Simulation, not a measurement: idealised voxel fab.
Process module under the name voxel self aligned vias
FYI the section here is cut, 140 nm wide, cells are 5 nm squares.
Throughout this document, each cross-section is represented as a grid of square cells and is presented as a sequence of bands enumerated from the top downward, where a band comprises one or more rows of cells. Each band's line starts with the height of the band's top and of its bottom, in nm. Then come its materials from left to right, each with its width in nm. One material with "throughout" fills the band from edge to edge. "air" is empty space. Beneath 0, the wafer as received is one material, and that level is where height counting begins. The lowest band goes on downward without a bottom; it is written like "0..down". A width given as "30 to 40" starts at the first number in the band's top row and ends at the second number in its bottom row, shifting by an equal amount at every step from row to row. Basically "everything unchanged" means that step didn't change any cell in the cross-section. Each empty space that has no open way to the top and spans at least 8 cells appears under "Completely sealed voids" as width x height at distance, the distance counted from the left edge, all in nm. Whatever follows a step's settings on its line is a remark the simulator itself makes about that step. overlay nm: mask right of planned place by this much (step with mask). Neg. = left.

The process steps that were planned are listed below:
| 1 | RECEIVE (material Si) |
| 2 | CONFORMAL_DEP (material SiO2; thk nm 10) |
| 3 | CONFORMAL_DEP (material SiCN; thk nm 5) |
| 4 | DIRECTIONAL_DEP (material lowk; thk nm 20) |
| 5 | MASKED_ETCH (tone open; mask id LINES; width nm 30; pitch nm 70; etch materials lowk; depth nm 20; overlay nm 0) |
| 6 | CONFORMAL_DEP (material TiN; thk nm 5) |
| 7 | FILL_DEP (material Ru; thk nm 5) |
| 8 | CMP (height nm 35) |
| 9 | SELECTIVE_ETCH (etch materials W Ru TiN; depth nm 5) |
| 10 | FILL_DEP (material SiN; thk nm 10) |
| 11 | CMP (height nm 35) |
| 12 | DIRECTIONAL_DEP (material lowk; thk nm 20) |
| 13 | PATTERN (tone open; mask id VIAS; material resist; width nm 40; thk nm 20; overlay nm 0) |
| 14 | DIRECTIONAL_ETCH (etch materials lowk; depth nm 20) |
| 15 | DIRECTIONAL_ETCH (etch materials SiN; depth nm 5) |
| 16 | STRIP (etch materials resist) |
| 17 | CONFORMAL_DEP (material TiN; thk nm 5) |
| 18 | FILL_DEP (material Cu; thk nm 10) |
| 19 | CMP (height nm 55) |
| 20 | CONFORMAL_DEP (material SiCN; thk nm 5) |

Wafer as received: cross-section following step 1:
> 0..down  Si throughout
> Completely sealed voids: none

One mistake in running the module, otherwise start and plan as above: cross-section at the end:
> 60..55  SiCN throughout
> 55..40  lowk (15), then TiN (5), then Cu (30), then TiN (5), then lowk (85)
> 40..35  lowk (15), then TiN (40), then lowk (85)
> 35..30  SiCN throughout
> 30..10  lowk throughout
> 10..0  SiO2 throughout
> 0..down  Si throughout
> Completely sealed voids: none
Plan not followed: a sequencing error occurred in which plan steps 3 and 4 were transposed
